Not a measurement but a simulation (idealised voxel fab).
The following process module bears the name voxel wiring stack.
Cross-section cut: width 195 nm, square cells of 5 nm.
Bands, listed from the top down, are how a cross-section gets written in this document; the cross-section itself is a grid of square cells, and a band is one or more rows of them. Within each band entry, the heights of the top and of the bottom of the band appear first, in that order and in nm; the materials of the band then follow from left to right, each with its corresponding width in nm. The designation "throughout" on a single material indicates that it fills the band from edge to edge; the designation "blank" indicates empty space. Height is counted from the level 0, under which the received wafer is composed throughout of one material. The lowest of the bands is not closed at the bottom but continues downward, in the notation "0 and below". Width spec "30->40" -> top row of cells at first value, bottom row at second value, equal per-row change in between. Any step labelled "no modification" changed none of the cells in the cross-section. "closed voids": empty spaces of 8 cells or more with no open way to the top, each given as width x height at distance, distance from the left edge, all in nm. That trailing text on a step's line, after the settings, is the simulator's own remark on the step. "overlay nm" answers the question of how far to the right of plan the mask lay on a step that has a mask, and when it is negative the answer is to the left.
## Process steps foreseen in the plan
step 1: RECEIVE: material Si
step 2: CONFORMAL_DEP: material SiO2, thk nm 10
step 3: DIRECTIONAL_DEP: material TiN, thk nm 5
step 4: DIRECTIONAL_DEP: material Ru, thk nm 20
step 5: PATTERN: tone cover, mask id METAL_1, material resist, width nm 30, pitch nm 45, thk nm 15, overlay nm 0
step 6: DIRECTIONAL_ETCH: etch materials Ru, depth nm 20
step 7: DIRECTIONAL_ETCH: etch materials TiN, depth nm 5
step 8: STRIP: etch materials resist
step 9: FILL_DEP: material lowk, thk nm 10
step 10: CMP: height nm 35
step 11: CONFORMAL_DEP: material SiCN, thk nm 5
step 12: DIRECTIONAL_DEP: material lowk, thk nm 20
step 13: DIRECTIONAL_DEP: material aC, thk nm 15
step 14: PATTERN: tone open, mask id PLUG_1, material resist, width nm 15, pitch nm 45, thk nm 35, overlay nm 0
step 15: DIRECTIONAL_ETCH: etch materials aC, depth nm 15
step 16: STRIP: etch materials resist
step 17: DIRECTIONAL_ETCH: etch materials lowk, depth nm 20
step 18: DIRECTIONAL_ETCH: etch materials SiCN, depth nm 5
step 19: STRIP: etch materials aC
step 20: CONFORMAL_DEP: material TiN, thk nm 5
step 21: FILL_DEP: material Ru, thk nm 10
step 22: CMP: height nm 60
step 23: DIRECTIONAL_DEP: material TiN, thk nm 5
step 24: DIRECTIONAL_DEP: material W, thk nm 15
step 25: PATTERN: tone cover, mask id METAL_2, material resist, width nm 30, pitch nm 45, thk nm 15, overlay nm 0
step 26: DIRECTIONAL_ETCH: etch materials W, depth nm 15
step 27: DIRECTIONAL_ETCH: etch materials TiN, depth nm 5
step 28: STRIP: etch materials resist
step 29: FILL_DEP: material lowk, thk nm 10
step 30: CMP: height nm 80
step 31: CONFORMAL_DEP: material SiCN, thk nm 5
step 32: DIRECTIONAL_DEP: material SiO2, thk nm 35
step 33: DIRECTIONAL_DEP: material aC, thk nm 10
step 34: PATTERN: tone open, mask id METAL_3, material resist, width nm 30, pitch nm 45, thk nm 30, overlay nm 0
step 35: DIRECTIONAL_ETCH: etch materials aC, depth nm 10
step 36: STRIP: etch materials resist
step 37: DIRECTIONAL_ETCH: etch materials SiO2, depth nm 20
step 38: STRIP: etch materials aC
step 39: DIRECTIONAL_DEP: material aC, thk nm 15
step 40: PATTERN: tone open, mask id METAL_3_HOLES, material resist, width nm 15, pitch nm 90, thk nm 30, overlay nm 0
step 41: DIRECTIONAL_ETCH: etch materials aC, depth nm 15
step 42: STRIP: etch materials resist
step 43: DIRECTIONAL_ETCH: etch materials SiO2, depth nm 15
step 44: DIRECTIONAL_ETCH: etch materials SiCN, depth nm 5
step 45: STRIP: etch materials aC
step 46: CONFORMAL_DEP: material TiN, thk nm 5
step 47: FILL_DEP: material Ru, thk nm 5
step 48: CMP: height nm 120
step 49: CONFORMAL_DEP: material SiCN, thk nm 5
## First wafer out of two, processed as planned
## As-received state of the wafer in cross-section, equivalent to post-step 1
    0 and below: Si throughout
    closed voids: none
## Cross-section: wafer state after step 2
    10 down to 0: SiO2 throughout
    Lower than 0, everything is as it was.
## Cross-section: wafer state after step 3
    15 down to 10: TiN throughout
    Lower than 10, everything is as it was.
## Cross-section: wafer state after step 4
    35 down to 15: Ru throughout
    Lower than 15, everything is as it was.
## Cross-section: wafer state after step 5
    50 down to 35: 15 nm blank  30 nm resist  15 nm blank  30 nm resist  15 nm blank  30 nm resist  15 nm blank  30 nm resist  15 nm blank
    Lower than 35, everything is as it was.
## Cross-section: wafer state after step 6
    50 down to 35: 15 nm blank  30 nm resist  15 nm blank  30 nm resist  15 nm blank  30 nm resist  15 nm blank  30 nm resist  15 nm blank
    35 down to 15: 15 nm blank  30 nm Ru  15 nm blank  30 nm Ru  15 nm blank  30 nm Ru  15 nm blank  30 nm Ru  15 nm blank
    Lower than 15, everything is as it was.
## Cross-section: wafer state after step 7
    50 down to 35: 15 nm blank  30 nm resist  15 nm blank  30 nm resist  15 nm blank  30 nm resist  15 nm blank  30 nm resist  15 nm blank
    35 down to 15: 15 nm blank  30 nm Ru  15 nm blank  30 nm Ru  15 nm blank  30 nm Ru  15 nm blank  30 nm Ru  15 nm blank
    15 down to 10: 15 nm blank  30 nm TiN  15 nm blank  30 nm TiN  15 nm blank  30 nm TiN  15 nm blank  30 nm TiN  15 nm blank
    Lower than 10, everything is as it was.
## Cross-section: wafer state after step 8
    35 down to 15: 15 nm blank  30 nm Ru  15 nm blank  30 nm Ru  15 nm blank  30 nm Ru  15 nm blank  30 nm Ru  15 nm blank
    Lower than 15, everything is as it was.
## Cross-section: wafer state after step 9
    45 down to 35: lowk throughout
    35 down to 15: 15 nm lowk  30 nm Ru  15 nm lowk  30 nm Ru  15 nm lowk  30 nm Ru  15 nm lowk  30 nm Ru  15 nm lowk
    15 down to 10: 15 nm lowk  30 nm TiN  15 nm lowk  30 nm TiN  15 nm lowk  30 nm TiN  15 nm lowk  30 nm TiN  15 nm lowk
    Lower than 10, everything is as it was.
## Cross-section: wafer state after step 10
    35 down to 15: 15 nm lowk  30 nm Ru  15 nm lowk  30 nm Ru  15 nm lowk  30 nm Ru  15 nm lowk  30 nm Ru  15 nm lowk
    Lower than 15, everything is as it was.
## Cross-section: wafer state after step 11
    40 down to 35: SiCN throughout
    Lower than 35, everything is as it was.
## Cross-section: wafer state after step 12
    60 down to 40: lowk throughout
    Lower than 40, everything is as it was.
## Cross-section: wafer state after step 13
    75 down to 60: aC throughout
    Lower than 60, everything is as it was.
## Cross-section: wafer state after step 14
    110 down to 75: 15 nm resist  15 nm blank  30 nm resist  15 nm blank  30 nm resist  15 nm blank  30 nm resist  15 nm blank  30 nm resist
    Lower than 75, everything is as it was.
## Cross-section: wafer state after step 15
    95 down to 75: 15 nm resist  15 nm blank  30 nm resist  15 nm blank  30 nm resist  15 nm blank  30 nm resist  15 nm blank  30 nm resist
    75 down to 60: 15 nm aC  15 nm blank  30 nm aC  15 nm blank  30 nm aC  15 nm blank  30 nm aC  15 nm blank  30 nm aC
    Lower than 60, everything is as it was.
## Cross-section: wafer state after step 16
    75 down to 60: 15 nm aC  15 nm blank  30 nm aC  15 nm blank  30 nm aC  15 nm blank  30 nm aC  15 nm blank  30 nm aC
    Lower than 60, everything is as it was.
## Cross-section: wafer state after step 17
    75 down to 60: 15 nm aC  15 nm blank  30 nm aC  15 nm blank  30 nm aC  15 nm blank  30 nm aC  15 nm blank  30 nm aC
    60 down to 40: 15 nm lowk  15 nm blank  30 nm lowk  15 nm blank  30 nm lowk  15 nm blank  30 nm lowk  15 nm blank  30 nm lowk
    Lower than 40, everything is as it was.
## Cross-section: wafer state after step 18
    75 down to 60: 15 nm aC  15 nm blank  30 nm aC  15 nm blank  30 nm aC  15 nm blank  30 nm aC  15 nm blank  30 nm aC
    60 down to 40: 15 nm lowk  15 nm blank  30 nm lowk  15 nm blank  30 nm lowk  15 nm blank  30 nm lowk  15 nm blank  30 nm lowk
    40 down to 35: 15 nm SiCN  15 nm blank  30 nm SiCN  15 nm blank  30 nm SiCN  15 nm blank  30 nm SiCN  15 nm blank  30 nm SiCN
    Lower than 35, everything is as it was.
## Cross-section: wafer state after step 19
    60 down to 40: 15 nm lowk  15 nm blank  30 nm lowk  15 nm blank  30 nm lowk  15 nm blank  30 nm lowk  15 nm blank  30 nm lowk
    Lower than 40, everything is as it was.
## Cross-section: wafer state after step 20
    65 down to 60: 20 nm TiN  5 nm blank  40 nm TiN  5 nm blank  40 nm TiN  5 nm blank  40 nm TiN  5 nm blank  35 nm TiN
    60 down to 40: 15 nm lowk  5 nm TiN  5 nm blank  5 nm TiN  30 nm lowk  5 nm TiN  5 nm blank  5 nm TiN  30 nm lowk  5 nm TiN  5 nm blank  5 nm TiN  30 nm lowk  5 nm TiN  5 nm blank  5 nm TiN  30 nm lowk
    40 down to 35: 15 nm SiCN  15 nm TiN  30 nm SiCN  15 nm TiN  30 nm SiCN  15 nm TiN  30 nm SiCN  15 nm TiN  30 nm SiCN
    Lower than 35, everything is as it was.
## Cross-section: wafer state after step 21
    75 down to 65: Ru throughout
    65 down to 60: 20 nm TiN  5 nm Ru  40 nm TiN  5 nm Ru  40 nm TiN  5 nm Ru  40 nm TiN  5 nm Ru  35 nm TiN
    60 down to 40: 15 nm lowk  5 nm TiN  5 nm Ru  5 nm TiN  30 nm lowk  5 nm TiN  5 nm Ru  5 nm TiN  30 nm lowk  5 nm TiN  5 nm Ru  5 nm TiN  30 nm lowk  5 nm TiN  5 nm Ru  5 nm TiN  30 nm lowk
    Lower than 40, everything is as it was.
## Cross-section: wafer state after step 22
    60 down to 40: 15 nm lowk  5 nm TiN  5 nm Ru  5 nm TiN  30 nm lowk  5 nm TiN  5 nm Ru  5 nm TiN  30 nm lowk  5 nm TiN  5 nm Ru  5 nm TiN  30 nm lowk  5 nm TiN  5 nm Ru  5 nm TiN  30 nm lowk
    Lower than 40, everything is as it was.
## Cross-section: wafer state after step 23
    65 down to 60: TiN throughout
    Lower than 60, everything is as it was.
## Cross-section: wafer state after step 24
    80 down to 65: W throughout
    Lower than 65, everything is as it was.
## Cross-section: wafer state after step 25
    95 down to 80: 15 nm blank  30 nm resist  15 nm blank  30 nm resist  15 nm blank  30 nm resist  15 nm blank  30 nm resist  15 nm blank
    Lower than 80, everything is as it was.
## Cross-section: wafer state after step 26
    95 down to 80: 15 nm blank  30 nm resist  15 nm blank  30 nm resist  15 nm blank  30 nm resist  15 nm blank  30 nm resist  15 nm blank
    80 down to 65: 15 nm blank  30 nm W  15 nm blank  30 nm W  15 nm blank  30 nm W  15 nm blank  30 nm W  15 nm blank
    Lower than 65, everything is as it was.
## Cross-section: wafer state after step 27
    95 down to 80: 15 nm blank  30 nm resist  15 nm blank  30 nm resist  15 nm blank  30 nm resist  15 nm blank  30 nm resist  15 nm blank
    80 down to 65: 15 nm blank  30 nm W  15 nm blank  30 nm W  15 nm blank  30 nm W  15 nm blank  30 nm W  15 nm blank
    65 down to 60: 15 nm blank  30 nm TiN  15 nm blank  30 nm TiN  15 nm blank  30 nm TiN  15 nm blank  30 nm TiN  15 nm blank
    Lower than 60, everything is as it was.
## Cross-section: wafer state after step 28
    80 down to 65: 15 nm blank  30 nm W  15 nm blank  30 nm W  15 nm blank  30 nm W  15 nm blank  30 nm W  15 nm blank
    Lower than 65, everything is as it was.
## Cross-section: wafer state after step 29
    90 down to 80: lowk throughout
    80 down to 65: 15 nm lowk  30 nm W  15 nm lowk  30 nm W  15 nm lowk  30 nm W  15 nm lowk  30 nm W  15 nm lowk
    65 down to 60: 15 nm lowk  30 nm TiN  15 nm lowk  30 nm TiN  15 nm lowk  30 nm TiN  15 nm lowk  30 nm TiN  15 nm lowk
    Lower than 60, everything is as it was.
## Cross-section: wafer state after step 30
    80 down to 65: 15 nm lowk  30 nm W  15 nm lowk  30 nm W  15 nm lowk  30 nm W  15 nm lowk  30 nm W  15 nm lowk
    Lower than 65, everything is as it was.
## Cross-section: wafer state after step 31
    85 down to 80: SiCN throughout
    Lower than 80, everything is as it was.
## Cross-section: wafer state after step 32
    120 down to 85: SiO2 throughout
    Lower than 85, everything is as it was.
## Cross-section: wafer state after step 33
    130 down to 120: aC throughout
    Lower than 120, everything is as it was.
## Cross-section: wafer state after step 34
    160 down to 130: 15 nm resist  30 nm blank  15 nm resist  30 nm blank  15 nm resist  30 nm blank  15 nm resist  30 nm blank  15 nm resist
    Lower than 130, everything is as it was.
## Cross-section: wafer state after step 35
    150 down to 130: 15 nm resist  30 nm blank  15 nm resist  30 nm blank  15 nm resist  30 nm blank  15 nm resist  30 nm blank  15 nm resist
    130 down to 120: 15 nm aC  30 nm blank  15 nm aC  30 nm blank  15 nm aC  30 nm blank  15 nm aC  30 nm blank  15 nm aC
    Lower than 120, everything is as it was.
## Cross-section: wafer state after step 36
    130 down to 120: 15 nm aC  30 nm blank  15 nm aC  30 nm blank  15 nm aC  30 nm blank  15 nm aC  30 nm blank  15 nm aC
    Lower than 120, everything is as it was.
## Cross-section: wafer state after step 37
    130 down to 120: 15 nm aC  30 nm blank  15 nm aC  30 nm blank  15 nm aC  30 nm blank  15 nm aC  30 nm blank  15 nm aC
    120 down to 100: 15 nm SiO2  30 nm blank  15 nm SiO2  30 nm blank  15 nm SiO2  30 nm blank  15 nm SiO2  30 nm blank  15 nm SiO2
    Lower than 100, everything is as it was.
## Cross-section: wafer state after step 38
    120 down to 100: 15 nm SiO2  30 nm blank  15 nm SiO2  30 nm blank  15 nm SiO2  30 nm blank  15 nm SiO2  30 nm blank  15 nm SiO2
    Lower than 100, everything is as it was.
## Cross-section: wafer state after step 39
    135 down to 120: 15 nm aC  30 nm blank  15 nm aC  30 nm blank  15 nm aC  30 nm blank  15 nm aC  30 nm blank  15 nm aC
    120 down to 115: 15 nm SiO2  30 nm blank  15 nm SiO2  30 nm blank  15 nm SiO2  30 nm blank  15 nm SiO2  30 nm blank  15 nm SiO2
    115 down to 100: 15 nm SiO2  30 nm aC  15 nm SiO2  30 nm aC  15 nm SiO2  30 nm aC  15 nm SiO2  30 nm aC  15 nm SiO2
    Lower than 100, everything is as it was.
## Cross-section: wafer state after step 40
    165 down to 135: 15 nm resist  15 nm blank  75 nm resist  15 nm blank  75 nm resist
    135 down to 120: 15 nm aC  15 nm blank  15 nm resist  15 nm aC  30 nm resist  15 nm aC  15 nm blank  15 nm resist  15 nm aC  30 nm resist  15 nm aC
    120 down to 115: 15 nm SiO2  15 nm blank  15 nm resist  15 nm SiO2  30 nm resist  15 nm SiO2  15 nm blank  15 nm resist  15 nm SiO2  30 nm resist  15 nm SiO2
    Lower than 115, everything is as it was.
## Cross-section: wafer state after step 41
    150 down to 135: 15 nm resist  15 nm blank  75 nm resist  15 nm blank  75 nm resist
    135 down to 120: 15 nm aC  15 nm blank  15 nm resist  15 nm aC  30 nm resist  15 nm aC  15 nm blank  15 nm resist  15 nm aC  30 nm resist  15 nm aC
    120 down to 115: 15 nm SiO2  15 nm blank  15 nm resist  15 nm SiO2  30 nm resist  15 nm SiO2  15 nm blank  15 nm resist  15 nm SiO2  30 nm resist  15 nm SiO2
    115 down to 100: 15 nm SiO2  15 nm blank  15 nm aC  15 nm SiO2  30 nm aC  15 nm SiO2  15 nm blank  15 nm aC  15 nm SiO2  30 nm aC  15 nm SiO2
    Lower than 100, everything is as it was.
## Cross-section: wafer state after step 42
    135 down to 120: 15 nm aC  30 nm blank  15 nm aC  30 nm blank  15 nm aC  30 nm blank  15 nm aC  30 nm blank  15 nm aC
    120 down to 115: 15 nm SiO2  30 nm blank  15 nm SiO2  30 nm blank  15 nm SiO2  30 nm blank  15 nm SiO2  30 nm blank  15 nm SiO2
    Lower than 115, everything is as it was.
## Cross-section: wafer state after step 43
    135 down to 120: 15 nm aC  30 nm blank  15 nm aC  30 nm blank  15 nm aC  30 nm blank  15 nm aC  30 nm blank  15 nm aC
    120 down to 115: 15 nm SiO2  30 nm blank  15 nm SiO2  30 nm blank  15 nm SiO2  30 nm blank  15 nm SiO2  30 nm blank  15 nm SiO2
    115 down to 100: 15 nm SiO2  15 nm blank  15 nm aC  15 nm SiO2  30 nm aC  15 nm SiO2  15 nm blank  15 nm aC  15 nm SiO2  30 nm aC  15 nm SiO2
    100 down to 85: 15 nm SiO2  15 nm blank  75 nm SiO2  15 nm blank  75 nm SiO2
    Lower than 85, everything is as it was.
## Cross-section: wafer state after step 44
    135 down to 120: 15 nm aC  30 nm blank  15 nm aC  30 nm blank  15 nm aC  30 nm blank  15 nm aC  30 nm blank  15 nm aC
    120 down to 115: 15 nm SiO2  30 nm blank  15 nm SiO2  30 nm blank  15 nm SiO2  30 nm blank  15 nm SiO2  30 nm blank  15 nm SiO2
    115 down to 100: 15 nm SiO2  15 nm blank  15 nm aC  15 nm SiO2  30 nm aC  15 nm SiO2  15 nm blank  15 nm aC  15 nm SiO2  30 nm aC  15 nm SiO2
    100 down to 85: 15 nm SiO2  15 nm blank  75 nm SiO2  15 nm blank  75 nm SiO2
    85 down to 80: 15 nm SiCN  15 nm blank  75 nm SiCN  15 nm blank  75 nm SiCN
    Lower than 80, everything is as it was.
## Cross-section: wafer state after step 45
    120 down to 100: 15 nm SiO2  30 nm blank  15 nm SiO2  30 nm blank  15 nm SiO2  30 nm blank  15 nm SiO2  30 nm blank  15 nm SiO2
    Lower than 100, everything is as it was.
## Cross-section: wafer state after step 46
    125 down to 120: 20 nm TiN  20 nm blank  25 nm TiN  20 nm blank  25 nm TiN  20 nm blank  25 nm TiN  20 nm blank  20 nm TiN
    120 down to 105: 15 nm SiO2  5 nm TiN  20 nm blank  5 nm TiN  15 nm SiO2  5 nm TiN  20 nm blank  5 nm TiN  15 nm SiO2  5 nm TiN  20 nm blank  5 nm TiN  15 nm SiO2  5 nm TiN  20 nm blank  5 nm TiN  15 nm SiO2
    105 down to 100: 15 nm SiO2  5 nm TiN  5 nm blank  20 nm TiN  15 nm SiO2  30 nm TiN  15 nm SiO2  5 nm TiN  5 nm blank  20 nm TiN  15 nm SiO2  30 nm TiN  15 nm SiO2
    100 down to 85: 15 nm SiO2  5 nm TiN  5 nm blank  5 nm TiN  75 nm SiO2  5 nm TiN  5 nm blank  5 nm TiN  75 nm SiO2
    85 down to 80: 15 nm SiCN  15 nm TiN  75 nm SiCN  15 nm TiN  75 nm SiCN
    Lower than 80, everything is as it was.
## Cross-section: wafer state after step 47
    130 down to 125: Ru throughout
    125 down to 120: 20 nm TiN  20 nm Ru  25 nm TiN  20 nm Ru  25 nm TiN  20 nm Ru  25 nm TiN  20 nm Ru  20 nm TiN
    120 down to 105: 15 nm SiO2  5 nm TiN  20 nm Ru  5 nm TiN  15 nm SiO2  5 nm TiN  20 nm Ru  5 nm TiN  15 nm SiO2  5 nm TiN  20 nm Ru  5 nm TiN  15 nm SiO2  5 nm TiN  20 nm Ru  5 nm TiN  15 nm SiO2
    105 down to 100: 15 nm SiO2  5 nm TiN  5 nm Ru  20 nm TiN  15 nm SiO2  30 nm TiN  15 nm SiO2  5 nm TiN  5 nm Ru  20 nm TiN  15 nm SiO2  30 nm TiN  15 nm SiO2
    100 down to 85: 15 nm SiO2  5 nm TiN  5 nm Ru  5 nm TiN  75 nm SiO2  5 nm TiN  5 nm Ru  5 nm TiN  75 nm SiO2
    Lower than 85, everything is as it was.
## Cross-section: wafer state after step 48
    120 down to 105: 15 nm SiO2  5 nm TiN  20 nm Ru  5 nm TiN  15 nm SiO2  5 nm TiN  20 nm Ru  5 nm TiN  15 nm SiO2  5 nm TiN  20 nm Ru  5 nm TiN  15 nm SiO2  5 nm TiN  20 nm Ru  5 nm TiN  15 nm SiO2
    Lower than 105, everything is as it was.
## Cross-section: wafer state after step 49
    125 down to 120: SiCN throughout
    Lower than 120, everything is as it was.
## Wafer two. Identical start, identical plan. One mistake in execution. Identical history through step 24
## Second wafer, section view, time point: scheduled end of step 25
    95 down to 80: 15 nm resist  30 nm blank  15 nm resist  30 nm blank  15 nm resist  30 nm blank  15 nm resist  30 nm blank  15 nm resist
    Lower than 80, everything is as it was.
## Second wafer, section view, time point: scheduled end of step 26
    95 down to 80: 15 nm resist  30 nm blank  15 nm resist  30 nm blank  15 nm resist  30 nm blank  15 nm resist  30 nm blank  15 nm resist
    80 down to 65: 15 nm W  30 nm blank  15 nm W  30 nm blank  15 nm W  30 nm blank  15 nm W  30 nm blank  15 nm W
    Lower than 65, everything is as it was.
## Second wafer, section view, time point: scheduled end of step 27
    95 down to 80: 15 nm resist  30 nm blank  15 nm resist  30 nm blank  15 nm resist  30 nm blank  15 nm resist  30 nm blank  15 nm resist
    80 down to 65: 15 nm W  30 nm blank  15 nm W  30 nm blank  15 nm W  30 nm blank  15 nm W  30 nm blank  15 nm W
    65 down to 60: 15 nm TiN  30 nm blank  15 nm TiN  30 nm blank  15 nm TiN  30 nm blank  15 nm TiN  30 nm blank  15 nm TiN
    Lower than 60, everything is as it was.
## Second wafer, section view, time point: scheduled end of step 28
    80 down to 65: 15 nm W  30 nm blank  15 nm W  30 nm blank  15 nm W  30 nm blank  15 nm W  30 nm blank  15 nm W
    Lower than 65, everything is as it was.
## Second wafer, section view, time point: scheduled end of step 29
    90 down to 80: lowk throughout
    80 down to 65: 15 nm W  30 nm lowk  15 nm W  30 nm lowk  15 nm W  30 nm lowk  15 nm W  30 nm lowk  15 nm W
    65 down to 60: 15 nm TiN  30 nm lowk  15 nm TiN  30 nm lowk  15 nm TiN  30 nm lowk  15 nm TiN  30 nm lowk  15 nm TiN
    Lower than 60, everything is as it was.
## Second wafer, section view, time point: scheduled end of step 30
    80 down to 65: 15 nm W  30 nm lowk  15 nm W  30 nm lowk  15 nm W  30 nm lowk  15 nm W  30 nm lowk  15 nm W
    Lower than 65, everything is as it was.
## Second wafer, section view, time point: scheduled end of step 31
    85 down to 80: SiCN throughout
    Lower than 80, everything is as it was.
## Second wafer, section view, time point: scheduled end of step 32
    120 down to 85: SiO2 throughout
    Lower than 85, everything is as it was.
## Second wafer, section view, time point: scheduled end of step 33
    130 down to 120: aC throughout
    Lower than 120, everything is as it was.
## Second wafer, section view, time point: scheduled end of step 34
    160 down to 130: 15 nm resist  30 nm blank  15 nm resist  30 nm blank  15 nm resist  30 nm blank  15 nm resist  30 nm blank  15 nm resist
    Lower than 130, everything is as it was.
## Second wafer, section view, time point: scheduled end of step 35
    150 down to 130: 15 nm resist  30 nm blank  15 nm resist  30 nm blank  15 nm resist  30 nm blank  15 nm resist  30 nm blank  15 nm resist
    130 down to 120: 15 nm aC  30 nm blank  15 nm aC  30 nm blank  15 nm aC  30 nm blank  15 nm aC  30 nm blank  15 nm aC
    Lower than 120, everything is as it was.
## Second wafer, section view, time point: scheduled end of step 36
    130 down to 120: 15 nm aC  30 nm blank  15 nm aC  30 nm blank  15 nm aC  30 nm blank  15 nm aC  30 nm blank  15 nm aC
    Lower than 120, everything is as it was.
## Second wafer, section view, time point: scheduled end of step 37
    130 down to 120: 15 nm aC  30 nm blank  15 nm aC  30 nm blank  15 nm aC  30 nm blank  15 nm aC  30 nm blank  15 nm aC
    120 down to 100: 15 nm SiO2  30 nm blank  15 nm SiO2  30 nm blank  15 nm SiO2  30 nm blank  15 nm SiO2  30 nm blank  15 nm SiO2
    Lower than 100, everything is as it was.
## Second wafer, section view, time point: scheduled end of step 38
    120 down to 100: 15 nm SiO2  30 nm blank  15 nm SiO2  30 nm blank  15 nm SiO2  30 nm blank  15 nm SiO2  30 nm blank  15 nm SiO2
    Lower than 100, everything is as it was.
## Second wafer, section view, time point: scheduled end of step 39
    135 down to 120: 15 nm aC  30 nm blank  15 nm aC  30 nm blank  15 nm aC  30 nm blank  15 nm aC  30 nm blank  15 nm aC
    120 down to 115: 15 nm SiO2  30 nm blank  15 nm SiO2  30 nm blank  15 nm SiO2  30 nm blank  15 nm SiO2  30 nm blank  15 nm SiO2
    115 down to 100: 15 nm SiO2  30 nm aC  15 nm SiO2  30 nm aC  15 nm SiO2  30 nm aC  15 nm SiO2  30 nm aC  15 nm SiO2
    Lower than 100, everything is as it was.
## Second wafer, section view, time point: scheduled end of step 40
    165 down to 135: 15 nm resist  15 nm blank  75 nm resist  15 nm blank  75 nm resist
    135 down to 120: 15 nm aC  15 nm blank  15 nm resist  15 nm aC  30 nm resist  15 nm aC  15 nm blank  15 nm resist  15 nm aC  30 nm resist  15 nm aC
    120 down to 115: 15 nm SiO2  15 nm blank  15 nm resist  15 nm SiO2  30 nm resist  15 nm SiO2  15 nm blank  15 nm resist  15 nm SiO2  30 nm resist  15 nm SiO2
    Lower than 115, everything is as it was.
## Second wafer, section view, time point: scheduled end of step 41
    150 down to 135: 15 nm resist  15 nm blank  75 nm resist  15 nm blank  75 nm resist
    135 down to 120: 15 nm aC  15 nm blank  15 nm resist  15 nm aC  30 nm resist  15 nm aC  15 nm blank  15 nm resist  15 nm aC  30 nm resist  15 nm aC
    120 down to 115: 15 nm SiO2  15 nm blank  15 nm resist  15 nm SiO2  30 nm resist  15 nm SiO2  15 nm blank  15 nm resist  15 nm SiO2  30 nm resist  15 nm SiO2
    115 down to 100: 15 nm SiO2  15 nm blank  15 nm aC  15 nm SiO2  30 nm aC  15 nm SiO2  15 nm blank  15 nm aC  15 nm SiO2  30 nm aC  15 nm SiO2
    Lower than 100, everything is as it was.
## Second wafer, section view, time point: scheduled end of step 42
    135 down to 120: 15 nm aC  30 nm blank  15 nm aC  30 nm blank  15 nm aC  30 nm blank  15 nm aC  30 nm blank  15 nm aC
    120 down to 115: 15 nm SiO2  30 nm blank  15 nm SiO2  30 nm blank  15 nm SiO2  30 nm blank  15 nm SiO2  30 nm blank  15 nm SiO2
    Lower than 115, everything is as it was.
## Second wafer, section view, time point: scheduled end of step 43
    135 down to 120: 15 nm aC  30 nm blank  15 nm aC  30 nm blank  15 nm aC  30 nm blank  15 nm aC  30 nm blank  15 nm aC
    120 down to 115: 15 nm SiO2  30 nm blank  15 nm SiO2  30 nm blank  15 nm SiO2  30 nm blank  15 nm SiO2  30 nm blank  15 nm SiO2
    115 down to 100: 15 nm SiO2  15 nm blank  15 nm aC  15 nm SiO2  30 nm aC  15 nm SiO2  15 nm blank  15 nm aC  15 nm SiO2  30 nm aC  15 nm SiO2
    100 down to 85: 15 nm SiO2  15 nm blank  75 nm SiO2  15 nm blank  75 nm SiO2
    Lower than 85, everything is as it was.
## Second wafer, section view, time point: scheduled end of step 44
    135 down to 120: 15 nm aC  30 nm blank  15 nm aC  30 nm blank  15 nm aC  30 nm blank  15 nm aC  30 nm blank  15 nm aC
    120 down to 115: 15 nm SiO2  30 nm blank  15 nm SiO2  30 nm blank  15 nm SiO2  30 nm blank  15 nm SiO2  30 nm blank  15 nm SiO2
    115 down to 100: 15 nm SiO2  15 nm blank  15 nm aC  15 nm SiO2  30 nm aC  15 nm SiO2  15 nm blank  15 nm aC  15 nm SiO2  30 nm aC  15 nm SiO2
    100 down to 85: 15 nm SiO2  15 nm blank  75 nm SiO2  15 nm blank  75 nm SiO2
    85 down to 80: 15 nm SiCN  15 nm blank  75 nm SiCN  15 nm blank  75 nm SiCN
    Lower than 80, everything is as it was.
## Second wafer, section view, time point: scheduled end of step 45
    120 down to 100: 15 nm SiO2  30 nm blank  15 nm SiO2  30 nm blank  15 nm SiO2  30 nm blank  15 nm SiO2  30 nm blank  15 nm SiO2
    Lower than 100, everything is as it was.
## Second wafer, section view, time point: scheduled end of step 46
    125 down to 120: 20 nm TiN  20 nm blank  25 nm TiN  20 nm blank  25 nm TiN  20 nm blank  25 nm TiN  20 nm blank  20 nm TiN
    120 down to 105: 15 nm SiO2  5 nm TiN  20 nm blank  5 nm TiN  15 nm SiO2  5 nm TiN  20 nm blank  5 nm TiN  15 nm SiO2  5 nm TiN  20 nm blank  5 nm TiN  15 nm SiO2  5 nm TiN  20 nm blank  5 nm TiN  15 nm SiO2
    105 down to 100: 15 nm SiO2  5 nm TiN  5 nm blank  20 nm TiN  15 nm SiO2  30 nm TiN  15 nm SiO2  5 nm TiN  5 nm blank  20 nm TiN  15 nm SiO2  30 nm TiN  15 nm SiO2
    100 down to 85: 15 nm SiO2  5 nm TiN  5 nm blank  5 nm TiN  75 nm SiO2  5 nm TiN  5 nm blank  5 nm TiN  75 nm SiO2
    85 down to 80: 15 nm SiCN  15 nm TiN  75 nm SiCN  15 nm TiN  75 nm SiCN
    Lower than 80, everything is as it was.
## Second wafer, section view, time point: scheduled end of step 47
    130 down to 125: Ru throughout
    125 down to 120: 20 nm TiN  20 nm Ru  25 nm TiN  20 nm Ru  25 nm TiN  20 nm Ru  25 nm TiN  20 nm Ru  20 nm TiN
    120 down to 105: 15 nm SiO2  5 nm TiN  20 nm Ru  5 nm TiN  15 nm SiO2  5 nm TiN  20 nm Ru  5 nm TiN  15 nm SiO2  5 nm TiN  20 nm Ru  5 nm TiN  15 nm SiO2  5 nm TiN  20 nm Ru  5 nm TiN  15 nm SiO2
    105 down to 100: 15 nm SiO2  5 nm TiN  5 nm Ru  20 nm TiN  15 nm SiO2  30 nm TiN  15 nm SiO2  5 nm TiN  5 nm Ru  20 nm TiN  15 nm SiO2  30 nm TiN  15 nm SiO2
    100 down to 85: 15 nm SiO2  5 nm TiN  5 nm Ru  5 nm TiN  75 nm SiO2  5 nm TiN  5 nm Ru  5 nm TiN  75 nm SiO2
    Lower than 85, everything is as it was.
## Second wafer, section view, time point: scheduled end of step 48
    120 down to 105: 15 nm SiO2  5 nm TiN  20 nm Ru  5 nm TiN  15 nm SiO2  5 nm TiN  20 nm Ru  5 nm TiN  15 nm SiO2  5 nm TiN  20 nm Ru  5 nm TiN  15 nm SiO2  5 nm TiN  20 nm Ru  5 nm TiN  15 nm SiO2
    Lower than 105, everything is as it was.
## Second wafer, section view, time point: scheduled end of step 49
    125 down to 120: SiCN throughout
    Lower than 120, everything is as it was.
Deviation from plan: not per plan at step 25, really ran PATTERN: tone open, mask id METAL_2, material resist, width nm 30, pitch nm 45, thk nm 15, overlay nm 0
Materials where the second wafer ends with more or fewer cells than the first: TiN -9 | W -27 | lowk +36
